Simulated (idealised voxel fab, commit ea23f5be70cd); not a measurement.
The name of this process module is voxel self aligned vias.
FYI the section here is cut, 235 nm wide, cells are 5 nm squares.
Each cross-section below is a grid of square cells, stated as bands in top-down order, with one or more rows of cells making up each band. What a band's entry tells you: where the top is and where the bottom is, as heights in nm, and after that what lies inside, material by material from left to right, each with its width in nm. Empty space is written as the word "empty", and a single material marked with the word "full width" occupies the band from edge to edge. Heads up on the height convention: 0 is the point under which the incoming wafer is all one material, and the lowest band has no bottom, it just keeps going down, like "0 and below". A two-number width, for instance "30->40", indicates that the width is equal to the first number in the top row of the band and to the second number in the bottom row, and that it changes by a constant amount per row of cells. Step note "no alteration" = no cross-section cell changed. "Cavities, closed" means: voids of 8 cells or more that are shut off from the top with no open way through. Written width x height at distance, distance from the left edge, in nm. Post-settings text on a step line: simulator's own remark regarding the step. "overlay nm" on a masked step: distance the mask lay right of its planned place, negative for left.

**Here's what the planned process steps look like**
1) RECEIVE,material Si
2) CONFORMAL_DEP,material SiO2,thk nm 15
3) CONFORMAL_DEP,material SiCN,thk nm 5
4) DIRECTIONAL_DEP,material SiO2,thk nm 30
5) MASKED_ETCH,tone open,mask id LINES,width nm 30,pitch nm 70,etch materials SiO2,depth nm 30,overlay nm 0
6) CONFORMAL_DEP,material TiN,thk nm 5
7) FILL_DEP,material W,thk nm 10
8) CMP,height nm 50
9) SELECTIVE_ETCH,etch materials W Ru TiN,depth nm 10
10) FILL_DEP,material SiN,thk nm 5
11) CMP,height nm 50
12) DIRECTIONAL_DEP,material SiO2,thk nm 20
13) PATTERN,tone open,mask id VIAS,material resist,width nm 50,pitch nm 140,thk nm 20,overlay nm 0
14) DIRECTIONAL_ETCH,etch materials SiO2,depth nm 20
15) DIRECTIONAL_ETCH,etch materials SiN,depth nm 10
16) STRIP,etch materials resist
17) CONFORMAL_DEP,material TiN,thk nm 5
18) FILL_DEP,material W,thk nm 10
19) CMP,height nm 70
20) CONFORMAL_DEP,material SiN,thk nm 5

**The first of a set of two wafers, run to plan**

**Wafer cross-section on receipt, i.e. after step 1**
0 and below | Si full width
Cavities, closed: none

**After step 2, in cross-section**
15 down to 0 | SiO2 full width
Nothing below the height 0 has changed.

**After step 3, in cross-section**
20 down to 15 | SiCN full width
Nothing below the height 15 has changed.

**After step 4, in cross-section**
50 down to 20 | SiO2 full width
Nothing below the height 20 has changed.

**After step 5, in cross-section**
50 down to 20 | 30 nm SiO2 | 30 nm empty | 40 nm SiO2 | 30 nm empty | 40 nm SiO2 | 30 nm empty | 35 nm SiO2
Nothing below the height 20 has changed.

**After step 6, in cross-section**
55 down to 50 | 35 nm TiN | 20 nm empty | 50 nm TiN | 20 nm empty | 50 nm TiN | 20 nm empty | 40 nm TiN
50 down to 25 | 30 nm SiO2 | 5 nm TiN | 20 nm empty | 5 nm TiN | 40 nm SiO2 | 5 nm TiN | 20 nm empty | 5 nm TiN | 40 nm SiO2 | 5 nm TiN | 20 nm empty | 5 nm TiN | 35 nm SiO2
25 down to 20 | 30 nm SiO2 | 30 nm TiN | 40 nm SiO2 | 30 nm TiN | 40 nm SiO2 | 30 nm TiN | 35 nm SiO2
Nothing below the height 20 has changed.

**After step 7, in cross-section**
65 down to 55 | W full width
55 down to 50 | 35 nm TiN | 20 nm W | 50 nm TiN | 20 nm W | 50 nm TiN | 20 nm W | 40 nm TiN
50 down to 25 | 30 nm SiO2 | 5 nm TiN | 20 nm W | 5 nm TiN | 40 nm SiO2 | 5 nm TiN | 20 nm W | 5 nm TiN | 40 nm SiO2 | 5 nm TiN | 20 nm W | 5 nm TiN | 35 nm SiO2
Nothing below the height 25 has changed.

**After step 8, in cross-section**
50 down to 25 | 30 nm SiO2 | 5 nm TiN | 20 nm W | 5 nm TiN | 40 nm SiO2 | 5 nm TiN | 20 nm W | 5 nm TiN | 40 nm SiO2 | 5 nm TiN | 20 nm W | 5 nm TiN | 35 nm SiO2
Nothing below the height 25 has changed.

**After step 9, in cross-section**
50 down to 40 | 30 nm SiO2 | 30 nm empty | 40 nm SiO2 | 30 nm empty | 40 nm SiO2 | 30 nm empty | 35 nm SiO2
Nothing below the height 40 has changed.

**After step 10, in cross-section**
55 down to 50 | SiN full width
50 down to 40 | 30 nm SiO2 | 30 nm SiN | 40 nm SiO2 | 30 nm SiN | 40 nm SiO2 | 30 nm SiN | 35 nm SiO2
Nothing below the height 40 has changed.

**After step 11, in cross-section**
50 down to 40 | 30 nm SiO2 | 30 nm SiN | 40 nm SiO2 | 30 nm SiN | 40 nm SiO2 | 30 nm SiN | 35 nm SiO2
Nothing below the height 40 has changed.

**After step 12, in cross-section**
70 down to 50 | SiO2 full width
Nothing below the height 50 has changed.

**After step 13, in cross-section**
90 down to 70 | 20 nm resist | 50 nm empty | 90 nm resist | 50 nm empty | 25 nm resist
Nothing below the height 70 has changed.

**After step 14, in cross-section**
90 down to 70 | 20 nm resist | 50 nm empty | 90 nm resist | 50 nm empty | 25 nm resist
70 down to 50 | 20 nm SiO2 | 50 nm empty | 90 nm SiO2 | 50 nm empty | 25 nm SiO2
Nothing below the height 50 has changed.

**After step 15, in cross-section**
90 down to 70 | 20 nm resist | 50 nm empty | 90 nm resist | 50 nm empty | 25 nm resist
70 down to 50 | 20 nm SiO2 | 50 nm empty | 90 nm SiO2 | 50 nm empty | 25 nm SiO2
50 down to 40 | 30 nm SiO2 | 30 nm empty | 40 nm SiO2 | 30 nm SiN | 40 nm SiO2 | 30 nm empty | 35 nm SiO2
Nothing below the height 40 has changed.

**After step 16, in cross-section**
70 down to 50 | 20 nm SiO2 | 50 nm empty | 90 nm SiO2 | 50 nm empty | 25 nm SiO2
Nothing below the height 50 has changed.

**After step 17, in cross-section**
75 down to 70 | 25 nm TiN | 40 nm empty | 100 nm TiN | 40 nm empty | 30 nm TiN
70 down to 55 | 20 nm SiO2 | 5 nm TiN | 40 nm empty | 5 nm TiN | 90 nm SiO2 | 5 nm TiN | 40 nm empty | 5 nm TiN | 25 nm SiO2
55 down to 50 | 20 nm SiO2 | 15 nm TiN | 20 nm empty | 15 nm TiN | 90 nm SiO2 | 15 nm TiN | 20 nm empty | 15 nm TiN | 25 nm SiO2
50 down to 45 | 30 nm SiO2 | 5 nm TiN | 20 nm empty | 5 nm TiN | 40 nm SiO2 | 30 nm SiN | 40 nm SiO2 | 5 nm TiN | 20 nm empty | 5 nm TiN | 35 nm SiO2
45 down to 40 | 30 nm SiO2 | 30 nm TiN | 40 nm SiO2 | 30 nm SiN | 40 nm SiO2 | 30 nm TiN | 35 nm SiO2
Nothing below the height 40 has changed.

**After step 18, in cross-section**
85 down to 75 | W full width
75 down to 70 | 25 nm TiN | 40 nm W | 100 nm TiN | 40 nm W | 30 nm TiN
70 down to 55 | 20 nm SiO2 | 5 nm TiN | 40 nm W | 5 nm TiN | 90 nm SiO2 | 5 nm TiN | 40 nm W | 5 nm TiN | 25 nm SiO2
55 down to 50 | 20 nm SiO2 | 15 nm TiN | 20 nm W | 15 nm TiN | 90 nm SiO2 | 15 nm TiN | 20 nm W | 15 nm TiN | 25 nm SiO2
50 down to 45 | 30 nm SiO2 | 5 nm TiN | 20 nm W | 5 nm TiN | 40 nm SiO2 | 30 nm SiN | 40 nm SiO2 | 5 nm TiN | 20 nm W | 5 nm TiN | 35 nm SiO2
Nothing below the height 45 has changed.

**After step 19, in cross-section**
70 down to 55 | 20 nm SiO2 | 5 nm TiN | 40 nm W | 5 nm TiN | 90 nm SiO2 | 5 nm TiN | 40 nm W | 5 nm TiN | 25 nm SiO2
Nothing below the height 55 has changed.

**After step 20, in cross-section**
75 down to 70 | SiN full width
Nothing below the height 70 has changed.

**The Second Wafer: Common Origin and Plan, One Mistake in Execution, Identical to the First Through Step 2**

At the planned end of step 3, the second wafer in cross-section: no alteration

**At the planned end of step 4, the second wafer in cross-section**
45 down to 0 | SiO2 full width
Nothing below the height 0 has changed.

**At the planned end of step 5, the second wafer in cross-section**
45 down to 15 | 30 nm SiO2 | 30 nm empty | 40 nm SiO2 | 30 nm empty | 40 nm SiO2 | 30 nm empty | 35 nm SiO2
Nothing below the height 15 has changed.

**At the planned end of step 6, the second wafer in cross-section**
50 down to 45 | 35 nm TiN | 20 nm empty | 50 nm TiN | 20 nm empty | 50 nm TiN | 20 nm empty | 40 nm TiN
45 down to 20 | 30 nm SiO2 | 5 nm TiN | 20 nm empty | 5 nm TiN | 40 nm SiO2 | 5 nm TiN | 20 nm empty | 5 nm TiN | 40 nm SiO2 | 5 nm TiN | 20 nm empty | 5 nm TiN | 35 nm SiO2
20 down to 15 | 30 nm SiO2 | 30 nm TiN | 40 nm SiO2 | 30 nm TiN | 40 nm SiO2 | 30 nm TiN | 35 nm SiO2
Nothing below the height 15 has changed.

**At the planned end of step 7, the second wafer in cross-section**
60 down to 50 | W full width
50 down to 45 | 35 nm TiN | 20 nm W | 50 nm TiN | 20 nm W | 50 nm TiN | 20 nm W | 40 nm TiN
45 down to 20 | 30 nm SiO2 | 5 nm TiN | 20 nm W | 5 nm TiN | 40 nm SiO2 | 5 nm TiN | 20 nm W | 5 nm TiN | 40 nm SiO2 | 5 nm TiN | 20 nm W | 5 nm TiN | 35 nm SiO2
Nothing below the height 20 has changed.

**At the planned end of step 8, the second wafer in cross-section**
50 down to 45 | 35 nm TiN | 20 nm W | 50 nm TiN | 20 nm W | 50 nm TiN | 20 nm W | 40 nm TiN
Nothing below the height 45 has changed.

**At the planned end of step 9, the second wafer in cross-section**
45 down to 40 | 30 nm SiO2 | 30 nm empty | 40 nm SiO2 | 30 nm empty | 40 nm SiO2 | 30 nm empty | 35 nm SiO2
Nothing below the height 40 has changed.

**At the planned end of step 10, the second wafer in cross-section**
50 down to 45 | SiN full width
45 down to 40 | 30 nm SiO2 | 30 nm SiN | 40 nm SiO2 | 30 nm SiN | 40 nm SiO2 | 30 nm SiN | 35 nm SiO2
Nothing below the height 40 has changed.

At the planned end of step 11, the second wafer in cross-section: no alteration

**At the planned end of step 12, the second wafer in cross-section**
70 down to 50 | SiO2 full width
Nothing below the height 50 has changed.

**At the planned end of step 13, the second wafer in cross-section**
90 down to 70 | 20 nm resist | 50 nm empty | 90 nm resist | 50 nm empty | 25 nm resist
Nothing below the height 70 has changed.

**At the planned end of step 14, the second wafer in cross-section**
90 down to 70 | 20 nm resist | 50 nm empty | 90 nm resist | 50 nm empty | 25 nm resist
70 down to 50 | 20 nm SiO2 | 50 nm empty | 90 nm SiO2 | 50 nm empty | 25 nm SiO2
Nothing below the height 50 has changed.

**At the planned end of step 15, the second wafer in cross-section**
90 down to 70 | 20 nm resist | 50 nm empty | 90 nm resist | 50 nm empty | 25 nm resist
70 down to 50 | 20 nm SiO2 | 50 nm empty | 90 nm SiO2 | 50 nm empty | 25 nm SiO2
50 down to 45 | 20 nm SiN | 50 nm empty | 90 nm SiN | 50 nm empty | 25 nm SiN
45 down to 40 | 30 nm SiO2 | 30 nm empty | 40 nm SiO2 | 30 nm SiN | 40 nm SiO2 | 30 nm empty | 35 nm SiO2
Nothing below the height 40 has changed.

**At the planned end of step 16, the second wafer in cross-section**
70 down to 50 | 20 nm SiO2 | 50 nm empty | 90 nm SiO2 | 50 nm empty | 25 nm SiO2
Nothing below the height 50 has changed.

**At the planned end of step 17, the second wafer in cross-section**
75 down to 70 | 25 nm TiN | 40 nm empty | 100 nm TiN | 40 nm empty | 30 nm TiN
70 down to 50 | 20 nm SiO2 | 5 nm TiN | 40 nm empty | 5 nm TiN | 90 nm SiO2 | 5 nm TiN | 40 nm empty | 5 nm TiN | 25 nm SiO2
50 down to 45 | 20 nm SiN | 15 nm TiN | 20 nm empty | 15 nm TiN | 90 nm SiN | 15 nm TiN | 20 nm empty | 15 nm TiN | 25 nm SiN
45 down to 40 | 30 nm SiO2 | 30 nm TiN | 40 nm SiO2 | 30 nm SiN | 40 nm SiO2 | 30 nm TiN | 35 nm SiO2
Nothing below the height 40 has changed.

**At the planned end of step 18, the second wafer in cross-section**
85 down to 75 | W full width
75 down to 70 | 25 nm TiN | 40 nm W | 100 nm TiN | 40 nm W | 30 nm TiN
70 down to 50 | 20 nm SiO2 | 5 nm TiN | 40 nm W | 5 nm TiN | 90 nm SiO2 | 5 nm TiN | 40 nm W | 5 nm TiN | 25 nm SiO2
50 down to 45 | 20 nm SiN | 15 nm TiN | 20 nm W | 15 nm TiN | 90 nm SiN | 15 nm TiN | 20 nm W | 15 nm TiN | 25 nm SiN
Nothing below the height 45 has changed.

**At the planned end of step 19, the second wafer in cross-section**
70 down to 50 | 20 nm SiO2 | 5 nm TiN | 40 nm W | 5 nm TiN | 90 nm SiO2 | 5 nm TiN | 40 nm W | 5 nm TiN | 25 nm SiO2
Nothing below the height 50 has changed.

**At the planned end of step 20, the second wafer in cross-section**
75 down to 70 | SiN full width
Nothing below the height 70 has changed.
The plan and the run diverged here: step 3 in the plan did not get run; it was skipped
Final cells, second wafer relative to first, materials higher or lower: SiCN: 47 fewer; SiN: 21 more; TiN: 6 more; W: 20 more
